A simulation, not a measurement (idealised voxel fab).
Process module under the name voxel plated lines
Square cells of 5 nm make up the cross-section cut, whose width is 265 nm.
Cross-section spec: square-cell grid; bands listed top down; each band is one or more rows. Band: top height; bottom height; in nm. Then, left to right: material with width in nm, for each material. "full width": a single material spanning edge to edge. "air": empty space. Height is counted from the level 0, under which the received wafer is composed throughout of one material. The lowest of the bands is not closed at the bottom but continues downward, in the notation "0 and below". So if you see something like "30 to 40" for the width, read it as the top row of the band sitting at the first number and the bottom row at the second, with every row in between moving by the same amount as the last. The cross-section has no changed cell in any step marked "changes: none". What "Enclosed empty spaces" gives you is every empty space of 8 cells or more that is cut off from the top. Each appears as width x height at distance, with the distance taken from the left edge and width, height and distance all in nm. Heads up: the bit after the settings on a step's line is the simulator's remark on that step. You can add "overlay nm" to a step's line. For a step with a mask, it describes how far the mask lay to the right of its planned position, and a negative number describes a lay to the left.
### These are the steps we planned for the process
step 1: op RECEIVE | material Si
step 2: op CONFORMAL_DEP | material SiO2 | thk nm 5
step 3: op DIRECTIONAL_DEP | material TiN | thk nm 5
step 4: op PATTERN | tone open | mask id LINES | material resist | width nm 30 | pitch nm 60 | thk nm 30 | overlay nm 0
step 5: op EPI | material Ru | thk nm 10
step 6: op EPI | material Ru | thk nm 10
step 7: op STRIP | etch materials resist
step 8: op DIRECTIONAL_ETCH | etch materials TiN | depth nm 5
step 9: op CONFORMAL_DEP | material SiO2 | thk nm 10
### As received (post step 1): cross-section
	0 and below  Si full width
	Enclosed empty spaces: none
### Below is the wafer in cross-section after the module was completed. It began from the starting point shown above and followed the plan shown above, except that one mistake was made while running it
	30 down to 20  air (75), then SiO2 (50), then air (10), then SiO2 (50), then air (80)
	20 down to 15  air (75), then SiO2 (10), then Ru (30), then SiO2 (10), then air (10), then SiO2 (10), then Ru (30), then SiO2 (10), then air (80)
	15 down to 10  SiO2 (85), then Ru (30), then SiO2 (30), then Ru (30), then SiO2 (90)
	10 down to 5  SiO2 (85), then TiN (30), then SiO2 (30), then TiN (30), then SiO2 (90)
	5 down to 0  SiO2 full width
	0 and below  Si full width
	Enclosed empty spaces: none
What broke from the plan during processing? a step is missing from the set 5 and 6, whose members are all alike, and its identity cannot be established
